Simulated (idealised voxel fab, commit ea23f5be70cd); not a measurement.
Title: Process Module voxel wiring stack
Shown is cross-section cut, with a width of 215 nm and square cells of size 5 nm.
Square cells in a grid make up a cross-section in this document, and the grid is given as bands, listed from the top down, each one or more rows of cells.
Top height, bottom height, nm. Materials left to right, width each, nm. Single material + "all across" = fills band edge to edge. "blank" = empty.
Height reference: 0 = level under which incoming wafer is all one material. Lowest band: no bottom, runs on downward, e.g. "z 0 and below".
When a width is written as two numbers, as in "30..40", the first number is the width in the top row of cells of the band and the second is the width in its bottom row, and the width changes by the same amount from each row to the next.
"identical to before" for a step: no cell of the cross-section changed in that step.
Reported under the label "Closed void register" are the empty spaces having no open way to the top and comprising 8 cells or more; the notation for each is width x height at distance, in which the distance is measured from the left edge and all three values are in nm.
Where a step's line continues beyond its settings, the continuation is a remark by the simulator itself on that step.
overlay nm: mask right of planned place by this much (step with mask). Neg. = left.

So here's the lineup of process steps we planned
1 op RECEIVE | material Si
2 op CONFORMAL_DEP | material SiO2 | thk nm 15
3 op CONFORMAL_DEP | material SiN | thk nm 5
4 op DIRECTIONAL_DEP | material lowk | thk nm 15
5 op MASKED_ETCH | tone open | mask id METAL_1 | width nm 25 | pitch nm 45 | etch materials lowk | depth nm 15 | overlay nm 0
6 op MASKED_ETCH | tone open | mask id METAL_1 | width nm 25 | pitch nm 45 | etch materials SiN | depth nm 5 | overlay nm 0
7 op CONFORMAL_DEP | material TiN | thk nm 5
8 op FILL_DEP | material Cu | thk nm 5
9 op CMP | height nm 35
10 op CONFORMAL_DEP | material SiCN | thk nm 5
11 op DIRECTIONAL_DEP | material SiO2 | thk nm 25
12 op DIRECTIONAL_DEP | material aC | thk nm 10
13 op PATTERN | tone open | mask id METAL_2_HOLES | material resist | width nm 15 | pitch nm 45 | thk nm 25 | overlay nm 0
14 op DIRECTIONAL_ETCH | etch materials aC | depth nm 10
15 op STRIP | etch materials resist
16 op DIRECTIONAL_ETCH | etch materials SiO2 | depth nm 25
17 op STRIP | etch materials aC
18 op MASKED_ETCH | tone open | mask id METAL_2 | width nm 25 | pitch nm 45 | etch materials SiO2 | depth nm 15 | overlay nm 0
19 op MASKED_ETCH | tone open | mask id METAL_2 | width nm 25 | pitch nm 45 | etch materials SiCN | depth nm 5 | overlay nm 0
20 op CONFORMAL_DEP | material TiN | thk nm 5
21 op FILL_DEP | material Ru | thk nm 10
22 op CMP | height nm 65
23 op CONFORMAL_DEP | material SiCN | thk nm 5
24 op DIRECTIONAL_DEP | material SiO2 | thk nm 15
25 op MASKED_ETCH | tone open | mask id PLUG_2 | width nm 15 | etch materials SiO2 | depth nm 15 | overlay nm 0
26 op MASKED_ETCH | tone open | mask id PLUG_2 | width nm 15 | etch materials SiCN | depth nm 5 | overlay nm 0
27 op EPI | material Ru | thk nm 10
28 op EPI | material Ru | thk nm 10
29 op DIRECTIONAL_DEP | material TiN | thk nm 5
30 op DIRECTIONAL_DEP | material Ru | thk nm 20
31 op DIRECTIONAL_DEP | material aC | thk nm 10
32 op PATTERN | tone cover | mask id METAL_3 | material resist | width nm 25 | pitch nm 45 | thk nm 25 | overlay nm 0
33 op DIRECTIONAL_ETCH | etch materials aC | depth nm 10
34 op STRIP | etch materials resist
35 op DIRECTIONAL_ETCH | etch materials Ru | depth nm 20
36 op DIRECTIONAL_ETCH | etch materials TiN | depth nm 5
37 op STRIP | etch materials aC
38 op FILL_DEP | material SiO2 | thk nm 5
39 op CMP | height nm 110
40 op CONFORMAL_DEP | material SiCN | thk nm 5
41 op DIRECTIONAL_DEP | material lowk | thk nm 25
42 op MASKED_ETCH | tone open | mask id METAL_4 | width nm 25 | pitch nm 45 | etch materials lowk | depth nm 15 | overlay nm 0
43 op DIRECTIONAL_DEP | material aC | thk nm 15
44 op PATTERN | tone open | mask id METAL_4_HOLES | material resist | width nm 15 | thk nm 35 | overlay nm 0
45 op DIRECTIONAL_ETCH | etch materials aC | depth nm 15
46 op STRIP | etch materials resist
47 op DIRECTIONAL_ETCH | etch materials lowk | depth nm 10
48 op DIRECTIONAL_ETCH | etch materials SiCN | depth nm 5
49 op STRIP | etch materials aC
50 op CONFORMAL_DEP | material TiN | thk nm 5
51 op FILL_DEP | material Cu | thk nm 10
52 op CMP | height nm 140
53 op CONFORMAL_DEP | material SiCN | thk nm 5

First of two wafers, with the run carried out as planned

Shown in cross-section is the wafer as received, that is, as it stands after step 1
z 0 and below | Si all across
Closed void register: none

The following cross-section depicts the wafer upon completion of step 2
z 15 to 0 | SiO2 all across
Heights below 0 show no change.

The following cross-section depicts the wafer upon completion of step 3
z 20 to 15 | SiN all across
Heights below 15 show no change.

The following cross-section depicts the wafer upon completion of step 4
z 35 to 20 | lowk all across
Heights below 20 show no change.

The following cross-section depicts the wafer upon completion of step 5
z 35 to 20 | lowk: 70; blank: 25; lowk: 20; blank: 25; lowk: 75
Heights below 20 show no change.

The following cross-section depicts the wafer upon completion of step 6
z 35 to 20 | lowk: 70; blank: 25; lowk: 20; blank: 25; lowk: 75
z 20 to 15 | SiN: 70; blank: 25; SiN: 20; blank: 25; SiN: 75
Heights below 15 show no change.

The following cross-section depicts the wafer upon completion of step 7
z 40 to 35 | TiN: 75; blank: 15; TiN: 30; blank: 15; TiN: 80
z 35 to 20 | lowk: 70; TiN: 5; blank: 15; TiN: 5; lowk: 20; TiN: 5; blank: 15; TiN: 5; lowk: 75
z 20 to 15 | SiN: 70; TiN: 25; SiN: 20; TiN: 25; SiN: 75
Heights below 15 show no change.

The following cross-section depicts the wafer upon completion of step 8
z 45 to 40 | Cu all across
z 40 to 35 | TiN: 75; Cu: 15; TiN: 30; Cu: 15; TiN: 80
z 35 to 20 | lowk: 70; TiN: 5; Cu: 15; TiN: 5; lowk: 20; TiN: 5; Cu: 15; TiN: 5; lowk: 75
Heights below 20 show no change.

The following cross-section depicts the wafer upon completion of step 9
z 35 to 20 | lowk: 70; TiN: 5; Cu: 15; TiN: 5; lowk: 20; TiN: 5; Cu: 15; TiN: 5; lowk: 75
Heights below 20 show no change.

The following cross-section depicts the wafer upon completion of step 10
z 40 to 35 | SiCN all across
Heights below 35 show no change.

The following cross-section depicts the wafer upon completion of step 11
z 65 to 40 | SiO2 all across
Heights below 40 show no change.

The following cross-section depicts the wafer upon completion of step 12
z 75 to 65 | aC all across
Heights below 65 show no change.

The following cross-section depicts the wafer upon completion of step 13
z 100 to 75 | resist: 70; blank: 15; resist: 30; blank: 15; resist: 85
Heights below 75 show no change.

The following cross-section depicts the wafer upon completion of step 14
z 90 to 75 | resist: 70; blank: 15; resist: 30; blank: 15; resist: 85
z 75 to 65 | aC: 70; blank: 15; aC: 30; blank: 15; aC: 85
Heights below 65 show no change.

The following cross-section depicts the wafer upon completion of step 15
z 75 to 65 | aC: 70; blank: 15; aC: 30; blank: 15; aC: 85
Heights below 65 show no change.

The following cross-section depicts the wafer upon completion of step 16
z 75 to 65 | aC: 70; blank: 15; aC: 30; blank: 15; aC: 85
z 65 to 40 | SiO2: 70; blank: 15; SiO2: 30; blank: 15; SiO2: 85
Heights below 40 show no change.

The following cross-section depicts the wafer upon completion of step 17
z 65 to 40 | SiO2: 70; blank: 15; SiO2: 30; blank: 15; SiO2: 85
Heights below 40 show no change.

The following cross-section depicts the wafer upon completion of step 18
z 65 to 50 | SiO2: 70; blank: 25; SiO2: 20; blank: 25; SiO2: 75
Heights below 50 show no change.

The following cross-section depicts the wafer upon completion of step 19
z 65 to 50 | SiO2: 70; blank: 25; SiO2: 20; blank: 25; SiO2: 75
z 50 to 40 | SiO2: 70; blank: 15; SiO2: 30; blank: 15; SiO2: 85
z 40 to 35 | SiCN: 70; blank: 15; SiCN: 30; blank: 15; SiCN: 85
Heights below 35 show no change.

The following cross-section depicts the wafer upon completion of step 20
z 70 to 65 | TiN: 75; blank: 15; TiN: 30; blank: 15; TiN: 80
z 65 to 55 | SiO2: 70; TiN: 5; blank: 15; TiN: 5; SiO2: 20; TiN: 5; blank: 15; TiN: 5; SiO2: 75
z 55 to 50 | SiO2: 70; TiN: 5; blank: 5; TiN: 15; SiO2: 20; TiN: 5; blank: 5; TiN: 15; SiO2: 75
z 50 to 40 | SiO2: 70; TiN: 5; blank: 5; TiN: 5; SiO2: 30; TiN: 5; blank: 5; TiN: 5; SiO2: 85
z 40 to 35 | SiCN: 70; TiN: 15; SiCN: 30; TiN: 15; SiCN: 85
Heights below 35 show no change.

The following cross-section depicts the wafer upon completion of step 21
z 80 to 70 | Ru all across
z 70 to 65 | TiN: 75; Ru: 15; TiN: 30; Ru: 15; TiN: 80
z 65 to 55 | SiO2: 70; TiN: 5; Ru: 15; TiN: 5; SiO2: 20; TiN: 5; Ru: 15; TiN: 5; SiO2: 75
z 55 to 50 | SiO2: 70; TiN: 5; Ru: 5; TiN: 15; SiO2: 20; TiN: 5; Ru: 5; TiN: 15; SiO2: 75
z 50 to 40 | SiO2: 70; TiN: 5; Ru: 5; TiN: 5; SiO2: 30; TiN: 5; Ru: 5; TiN: 5; SiO2: 85
Heights below 40 show no change.

The following cross-section depicts the wafer upon completion of step 22
z 65 to 55 | SiO2: 70; TiN: 5; Ru: 15; TiN: 5; SiO2: 20; TiN: 5; Ru: 15; TiN: 5; SiO2: 75
Heights below 55 show no change.

The following cross-section depicts the wafer upon completion of step 23
z 70 to 65 | SiCN all across
Heights below 65 show no change.

The following cross-section depicts the wafer upon completion of step 24
z 85 to 70 | SiO2 all across
Heights below 70 show no change.

The following cross-section depicts the wafer upon completion of step 25
z 85 to 70 | SiO2: 70; blank: 15; SiO2: 130
Heights below 70 show no change.

The following cross-section depicts the wafer upon completion of step 26
z 85 to 70 | SiO2: 70; blank: 15; SiO2: 130
z 70 to 65 | SiCN: 70; blank: 15; SiCN: 130
Heights below 65 show no change.

The following cross-section depicts the wafer upon completion of step 27
z 85 to 75 | SiO2: 70; blank: 15; SiO2: 130
z 75 to 70 | SiO2: 70; Ru: 15; SiO2: 130
z 70 to 65 | SiCN: 70; Ru: 15; SiCN: 130
Heights below 65 show no change.

The following cross-section depicts the wafer upon completion of step 28
z 85 to 70 | SiO2: 70; Ru: 15; SiO2: 130
Heights below 70 show no change.

The following cross-section depicts the wafer upon completion of step 29
z 90 to 85 | TiN all across
Heights below 85 show no change.

The following cross-section depicts the wafer upon completion of step 30
z 110 to 90 | Ru all across
Heights below 90 show no change.

The following cross-section depicts the wafer upon completion of step 31
z 120 to 110 | aC all across
Heights below 110 show no change.

The following cross-section depicts the wafer upon completion of step 32
z 145 to 120 | blank: 70; resist: 25; blank: 20; resist: 25; blank: 75
Heights below 120 show no change.

The following cross-section depicts the wafer upon completion of step 33
z 135 to 120 | blank: 70; resist: 25; blank: 20; resist: 25; blank: 75
z 120 to 110 | blank: 70; aC: 25; blank: 20; aC: 25; blank: 75
Heights below 110 show no change.

The following cross-section depicts the wafer upon completion of step 34
z 120 to 110 | blank: 70; aC: 25; blank: 20; aC: 25; blank: 75
Heights below 110 show no change.

The following cross-section depicts the wafer upon completion of step 35
z 120 to 110 | blank: 70; aC: 25; blank: 20; aC: 25; blank: 75
z 110 to 90 | blank: 70; Ru: 25; blank: 20; Ru: 25; blank: 75
Heights below 90 show no change.

The following cross-section depicts the wafer upon completion of step 36
z 120 to 110 | blank: 70; aC: 25; blank: 20; aC: 25; blank: 75
z 110 to 90 | blank: 70; Ru: 25; blank: 20; Ru: 25; blank: 75
z 90 to 85 | blank: 70; TiN: 25; blank: 20; TiN: 25; blank: 75
Heights below 85 show no change.

The following cross-section depicts the wafer upon completion of step 37
z 110 to 90 | blank: 70; Ru: 25; blank: 20; Ru: 25; blank: 75
Heights below 90 show no change.

The following cross-section depicts the wafer upon completion of step 38
z 115 to 110 | SiO2 all across
z 110 to 90 | SiO2: 70; Ru: 25; SiO2: 20; Ru: 25; SiO2: 75
z 90 to 85 | SiO2: 70; TiN: 25; SiO2: 20; TiN: 25; SiO2: 75
Heights below 85 show no change.

The following cross-section depicts the wafer upon completion of step 39
z 110 to 90 | SiO2: 70; Ru: 25; SiO2: 20; Ru: 25; SiO2: 75
Heights below 90 show no change.

The following cross-section depicts the wafer upon completion of step 40
z 115 to 110 | SiCN all across
Heights below 110 show no change.

The following cross-section depicts the wafer upon completion of step 41
z 140 to 115 | lowk all across
Heights below 115 show no change.

The following cross-section depicts the wafer upon completion of step 42
z 140 to 125 | lowk: 70; blank: 25; lowk: 20; blank: 25; lowk: 75
Heights below 125 show no change.

The following cross-section depicts the wafer upon completion of step 43
z 155 to 140 | aC: 70; blank: 25; aC: 20; blank: 25; aC: 75
z 140 to 125 | lowk: 70; aC: 25; lowk: 20; aC: 25; lowk: 75
Heights below 125 show no change.

The following cross-section depicts the wafer upon completion of step 44
z 190 to 155 | resist: 70; blank: 15; resist: 130
z 155 to 140 | aC: 70; blank: 15; resist: 10; aC: 20; resist: 25; aC: 75
Heights below 140 show no change.

The following cross-section depicts the wafer upon completion of step 45
z 175 to 155 | resist: 70; blank: 15; resist: 130
z 155 to 140 | aC: 70; blank: 15; resist: 10; aC: 20; resist: 25; aC: 75
z 140 to 125 | lowk: 70; blank: 15; aC: 10; lowk: 20; aC: 25; lowk: 75
Heights below 125 show no change.

The following cross-section depicts the wafer upon completion of step 46
z 155 to 140 | aC: 70; blank: 25; aC: 20; blank: 25; aC: 75
Heights below 140 show no change.

The following cross-section depicts the wafer upon completion of step 47
z 155 to 140 | aC: 70; blank: 25; aC: 20; blank: 25; aC: 75
z 140 to 125 | lowk: 70; blank: 15; aC: 10; lowk: 20; aC: 25; lowk: 75
z 125 to 115 | lowk: 70; blank: 15; lowk: 130
Heights below 115 show no change.

The following cross-section depicts the wafer upon completion of step 48
z 155 to 140 | aC: 70; blank: 25; aC: 20; blank: 25; aC: 75
z 140 to 125 | lowk: 70; blank: 15; aC: 10; lowk: 20; aC: 25; lowk: 75
z 125 to 115 | lowk: 70; blank: 15; lowk: 130
z 115 to 110 | SiCN: 70; blank: 15; SiCN: 130
Heights below 110 show no change.

The following cross-section depicts the wafer upon completion of step 49
z 140 to 125 | lowk: 70; blank: 25; lowk: 20; blank: 25; lowk: 75
Heights below 125 show no change.

The following cross-section depicts the wafer upon completion of step 50
z 145 to 140 | TiN: 75; blank: 15; TiN: 30; blank: 15; TiN: 80
z 140 to 130 | lowk: 70; TiN: 5; blank: 15; TiN: 5; lowk: 20; TiN: 5; blank: 15; TiN: 5; lowk: 75
z 130 to 125 | lowk: 70; TiN: 5; blank: 5; TiN: 15; lowk: 20; TiN: 25; lowk: 75
z 125 to 115 | lowk: 70; TiN: 5; blank: 5; TiN: 5; lowk: 130
z 115 to 110 | SiCN: 70; TiN: 15; SiCN: 130
Heights below 110 show no change.

The following cross-section depicts the wafer upon completion of step 51
z 155 to 145 | Cu all across
z 145 to 140 | TiN: 75; Cu: 15; TiN: 30; Cu: 15; TiN: 80
z 140 to 130 | lowk: 70; TiN: 5; Cu: 15; TiN: 5; lowk: 20; TiN: 5; Cu: 15; TiN: 5; lowk: 75
z 130 to 125 | lowk: 70; TiN: 5; Cu: 5; TiN: 15; lowk: 20; TiN: 25; lowk: 75
z 125 to 115 | lowk: 70; TiN: 5; Cu: 5; TiN: 5; lowk: 130
Heights below 115 show no change.

The following cross-section depicts the wafer upon completion of step 52
z 140 to 130 | lowk: 70; TiN: 5; Cu: 15; TiN: 5; lowk: 20; TiN: 5; Cu: 15; TiN: 5; lowk: 75
Heights below 130 show no change.

The following cross-section depicts the wafer upon completion of step 53
z 145 to 140 | SiCN all across
Heights below 140 show no change.

Notes, second wafer: start = first wafer's, plan = first wafer's, execution had one mistake; history identical to first through step 1

The second wafer in cross-section, at the planned close of step 2
z 10 to 0 | SiO2 all across
Heights below 0 show no change.

The second wafer in cross-section, at the planned close of step 3
z 15 to 10 | SiN all across
Heights below 10 show no change.

The second wafer in cross-section, at the planned close of step 4
z 30 to 15 | lowk all across
Heights below 15 show no change.

The second wafer in cross-section, at the planned close of step 5
z 30 to 15 | lowk: 70; blank: 25; lowk: 20; blank: 25; lowk: 75
Heights below 15 show no change.

The second wafer in cross-section, at the planned close of step 6
z 30 to 15 | lowk: 70; blank: 25; lowk: 20; blank: 25; lowk: 75
z 15 to 10 | SiN: 70; blank: 25; SiN: 20; blank: 25; SiN: 75
Heights below 10 show no change.

The second wafer in cross-section, at the planned close of step 7
z 35 to 30 | TiN: 75; blank: 15; TiN: 30; blank: 15; TiN: 80
z 30 to 15 | lowk: 70; TiN: 5; blank: 15; TiN: 5; lowk: 20; TiN: 5; blank: 15; TiN: 5; lowk: 75
z 15 to 10 | SiN: 70; TiN: 25; SiN: 20; TiN: 25; SiN: 75
Heights below 10 show no change.

The second wafer in cross-section, at the planned close of step 8
z 40 to 35 | Cu all across
z 35 to 30 | TiN: 75; Cu: 15; TiN: 30; Cu: 15; TiN: 80
z 30 to 15 | lowk: 70; TiN: 5; Cu: 15; TiN: 5; lowk: 20; TiN: 5; Cu: 15; TiN: 5; lowk: 75
Heights below 15 show no change.

The second wafer in cross-section, at the planned close of step 9
z 35 to 30 | TiN: 75; Cu: 15; TiN: 30; Cu: 15; TiN: 80
Heights below 30 show no change.

The second wafer in cross-section, at the planned close of step 10
z 40 to 35 | SiCN all across
Heights below 35 show no change.

The second wafer in cross-section, at the planned close of step 11
z 65 to 40 | SiO2 all across
Heights below 40 show no change.

The second wafer in cross-section, at the planned close of step 12
z 75 to 65 | aC all across
Heights below 65 show no change.

The second wafer in cross-section, at the planned close of step 13
z 100 to 75 | resist: 70; blank: 15; resist: 30; blank: 15; resist: 85
Heights below 75 show no change.

The second wafer in cross-section, at the planned close of step 14
z 90 to 75 | resist: 70; blank: 15; resist: 30; blank: 15; resist: 85
z 75 to 65 | aC: 70; blank: 15; aC: 30; blank: 15; aC: 85
Heights below 65 show no change.

The second wafer in cross-section, at the planned close of step 15
z 75 to 65 | aC: 70; blank: 15; aC: 30; blank: 15; aC: 85
Heights below 65 show no change.

The second wafer in cross-section, at the planned close of step 16
z 75 to 65 | aC: 70; blank: 15; aC: 30; blank: 15; aC: 85
z 65 to 40 | SiO2: 70; blank: 15; SiO2: 30; blank: 15; SiO2: 85
Heights below 40 show no change.

The second wafer in cross-section, at the planned close of step 17
z 65 to 40 | SiO2: 70; blank: 15; SiO2: 30; blank: 15; SiO2: 85
Heights below 40 show no change.

The second wafer in cross-section, at the planned close of step 18
z 65 to 50 | SiO2: 70; blank: 25; SiO2: 20; blank: 25; SiO2: 75
Heights below 50 show no change.

The second wafer in cross-section, at the planned close of step 19
z 65 to 50 | SiO2: 70; blank: 25; SiO2: 20; blank: 25; SiO2: 75
z 50 to 40 | SiO2: 70; blank: 15; SiO2: 30; blank: 15; SiO2: 85
z 40 to 35 | SiCN: 70; blank: 15; SiCN: 30; blank: 15; SiCN: 85
Heights below 35 show no change.

The second wafer in cross-section, at the planned close of step 20
z 70 to 65 | TiN: 75; blank: 15; TiN: 30; blank: 15; TiN: 80
z 65 to 55 | SiO2: 70; TiN: 5; blank: 15; TiN: 5; SiO2: 20; TiN: 5; blank: 15; TiN: 5; SiO2: 75
z 55 to 50 | SiO2: 70; TiN: 5; blank: 5; TiN: 15; SiO2: 20; TiN: 5; blank: 5; TiN: 15; SiO2: 75
z 50 to 40 | SiO2: 70; TiN: 5; blank: 5; TiN: 5; SiO2: 30; TiN: 5; blank: 5; TiN: 5; SiO2: 85
z 40 to 35 | SiCN: 70; TiN: 15; SiCN: 30; TiN: 15; SiCN: 85
Heights below 35 show no change.

The second wafer in cross-section, at the planned close of step 21
z 80 to 70 | Ru all across
z 70 to 65 | TiN: 75; Ru: 15; TiN: 30; Ru: 15; TiN: 80
z 65 to 55 | SiO2: 70; TiN: 5; Ru: 15; TiN: 5; SiO2: 20; TiN: 5; Ru: 15; TiN: 5; SiO2: 75
z 55 to 50 | SiO2: 70; TiN: 5; Ru: 5; TiN: 15; SiO2: 20; TiN: 5; Ru: 5; TiN: 15; SiO2: 75
z 50 to 40 | SiO2: 70; TiN: 5; Ru: 5; TiN: 5; SiO2: 30; TiN: 5; Ru: 5; TiN: 5; SiO2: 85
Heights below 40 show no change.

The second wafer in cross-section, at the planned close of step 22
z 65 to 55 | SiO2: 70; TiN: 5; Ru: 15; TiN: 5; SiO2: 20; TiN: 5; Ru: 15; TiN: 5; SiO2: 75
Heights below 55 show no change.

The second wafer in cross-section, at the planned close of step 23
z 70 to 65 | SiCN all across
Heights below 65 show no change.

The second wafer in cross-section, at the planned close of step 24
z 85 to 70 | SiO2 all across
Heights below 70 show no change.

The second wafer in cross-section, at the planned close of step 25
z 85 to 70 | SiO2: 70; blank: 15; SiO2: 130
Heights below 70 show no change.

The second wafer in cross-section, at the planned close of step 26
z 85 to 70 | SiO2: 70; blank: 15; SiO2: 130
z 70 to 65 | SiCN: 70; blank: 15; SiCN: 130
Heights below 65 show no change.

The second wafer in cross-section, at the planned close of step 27
z 85 to 75 | SiO2: 70; blank: 15; SiO2: 130
z 75 to 70 | SiO2: 70; Ru: 15; SiO2: 130
z 70 to 65 | SiCN: 70; Ru: 15; SiCN: 130
Heights below 65 show no change.

The second wafer in cross-section, at the planned close of step 28
z 85 to 70 | SiO2: 70; Ru: 15; SiO2: 130
Heights below 70 show no change.

The second wafer in cross-section, at the planned close of step 29
z 90 to 85 | TiN all across
Heights below 85 show no change.

The second wafer in cross-section, at the planned close of step 30
z 110 to 90 | Ru all across
Heights below 90 show no change.

The second wafer in cross-section, at the planned close of step 31
z 120 to 110 | aC all across
Heights below 110 show no change.

The second wafer in cross-section, at the planned close of step 32
z 145 to 120 | blank: 70; resist: 25; blank: 20; resist: 25; blank: 75
Heights below 120 show no change.

The second wafer in cross-section, at the planned close of step 33
z 135 to 120 | blank: 70; resist: 25; blank: 20; resist: 25; blank: 75
z 120 to 110 | blank: 70; aC: 25; blank: 20; aC: 25; blank: 75
Heights below 110 show no change.

The second wafer in cross-section, at the planned close of step 34
z 120 to 110 | blank: 70; aC: 25; blank: 20; aC: 25; blank: 75
Heights below 110 show no change.

The second wafer in cross-section, at the planned close of step 35
z 120 to 110 | blank: 70; aC: 25; blank: 20; aC: 25; blank: 75
z 110 to 90 | blank: 70; Ru: 25; blank: 20; Ru: 25; blank: 75
Heights below 90 show no change.

The second wafer in cross-section, at the planned close of step 36
z 120 to 110 | blank: 70; aC: 25; blank: 20; aC: 25; blank: 75
z 110 to 90 | blank: 70; Ru: 25; blank: 20; Ru: 25; blank: 75
z 90 to 85 | blank: 70; TiN: 25; blank: 20; TiN: 25; blank: 75
Heights below 85 show no change.

The second wafer in cross-section, at the planned close of step 37
z 110 to 90 | blank: 70; Ru: 25; blank: 20; Ru: 25; blank: 75
Heights below 90 show no change.

The second wafer in cross-section, at the planned close of step 38
z 115 to 110 | SiO2 all across
z 110 to 90 | SiO2: 70; Ru: 25; SiO2: 20; Ru: 25; SiO2: 75
z 90 to 85 | SiO2: 70; TiN: 25; SiO2: 20; TiN: 25; SiO2: 75
Heights below 85 show no change.

The second wafer in cross-section, at the planned close of step 39
z 110 to 90 | SiO2: 70; Ru: 25; SiO2: 20; Ru: 25; SiO2: 75
Heights below 90 show no change.

The second wafer in cross-section, at the planned close of step 40
z 115 to 110 | SiCN all across
Heights below 110 show no change.

The second wafer in cross-section, at the planned close of step 41
z 140 to 115 | lowk all across
Heights below 115 show no change.

The second wafer in cross-section, at the planned close of step 42
z 140 to 125 | lowk: 70; blank: 25; lowk: 20; blank: 25; lowk: 75
Heights below 125 show no change.

The second wafer in cross-section, at the planned close of step 43
z 155 to 140 | aC: 70; blank: 25; aC: 20; blank: 25; aC: 75
z 140 to 125 | lowk: 70; aC: 25; lowk: 20; aC: 25; lowk: 75
Heights below 125 show no change.

The second wafer in cross-section, at the planned close of step 44
z 190 to 155 | resist: 70; blank: 15; resist: 130
z 155 to 140 | aC: 70; blank: 15; resist: 10; aC: 20; resist: 25; aC: 75
Heights below 140 show no change.

The second wafer in cross-section, at the planned close of step 45
z 175 to 155 | resist: 70; blank: 15; resist: 130
z 155 to 140 | aC: 70; blank: 15; resist: 10; aC: 20; resist: 25; aC: 75
z 140 to 125 | lowk: 70; blank: 15; aC: 10; lowk: 20; aC: 25; lowk: 75
Heights below 125 show no change.

The second wafer in cross-section, at the planned close of step 46
z 155 to 140 | aC: 70; blank: 25; aC: 20; blank: 25; aC: 75
Heights below 140 show no change.

The second wafer in cross-section, at the planned close of step 47
z 155 to 140 | aC: 70; blank: 25; aC: 20; blank: 25; aC: 75
z 140 to 125 | lowk: 70; blank: 15; aC: 10; lowk: 20; aC: 25; lowk: 75
z 125 to 115 | lowk: 70; blank: 15; lowk: 130
Heights below 115 show no change.

The second wafer in cross-section, at the planned close of step 48
z 155 to 140 | aC: 70; blank: 25; aC: 20; blank: 25; aC: 75
z 140 to 125 | lowk: 70; blank: 15; aC: 10; lowk: 20; aC: 25; lowk: 75
z 125 to 115 | lowk: 70; blank: 15; lowk: 130
z 115 to 110 | SiCN: 70; blank: 15; SiCN: 130
Heights below 110 show no change.

The second wafer in cross-section, at the planned close of step 49
z 140 to 125 | lowk: 70; blank: 25; lowk: 20; blank: 25; lowk: 75
Heights below 125 show no change.

The second wafer in cross-section, at the planned close of step 50
z 145 to 140 | TiN: 75; blank: 15; TiN: 30; blank: 15; TiN: 80
z 140 to 130 | lowk: 70; TiN: 5; blank: 15; TiN: 5; lowk: 20; TiN: 5; blank: 15; TiN: 5; lowk: 75
z 130 to 125 | lowk: 70; TiN: 5; blank: 5; TiN: 15; lowk: 20; TiN: 25; lowk: 75
z 125 to 115 | lowk: 70; TiN: 5; blank: 5; TiN: 5; lowk: 130
z 115 to 110 | SiCN: 70; TiN: 15; SiCN: 130
Heights below 110 show no change.

The second wafer in cross-section, at the planned close of step 51
z 155 to 145 | Cu all across
z 145 to 140 | TiN: 75; Cu: 15; TiN: 30; Cu: 15; TiN: 80
z 140 to 130 | lowk: 70; TiN: 5; Cu: 15; TiN: 5; lowk: 20; TiN: 5; Cu: 15; TiN: 5; lowk: 75
z 130 to 125 | lowk: 70; TiN: 5; Cu: 5; TiN: 15; lowk: 20; TiN: 25; lowk: 75
z 125 to 115 | lowk: 70; TiN: 5; Cu: 5; TiN: 5; lowk: 130
Heights below 115 show no change.

The second wafer in cross-section, at the planned close of step 52
z 140 to 130 | lowk: 70; TiN: 5; Cu: 15; TiN: 5; lowk: 20; TiN: 5; Cu: 15; TiN: 5; lowk: 75
Heights below 130 show no change.

The second wafer in cross-section, at the planned close of step 53
z 145 to 140 | SiCN all across
Heights below 140 show no change.
The mistake made against the process plan was this: step 2 ran with different settings than intended, the actual operation and settings being op CONFORMAL_DEP | material SiO2 | thk nm 10
FYI, end of process, the second wafer has more or fewer cells of some materials than the first: Cu: 6 more | SiO2: 43 fewer | TiN: 37 more
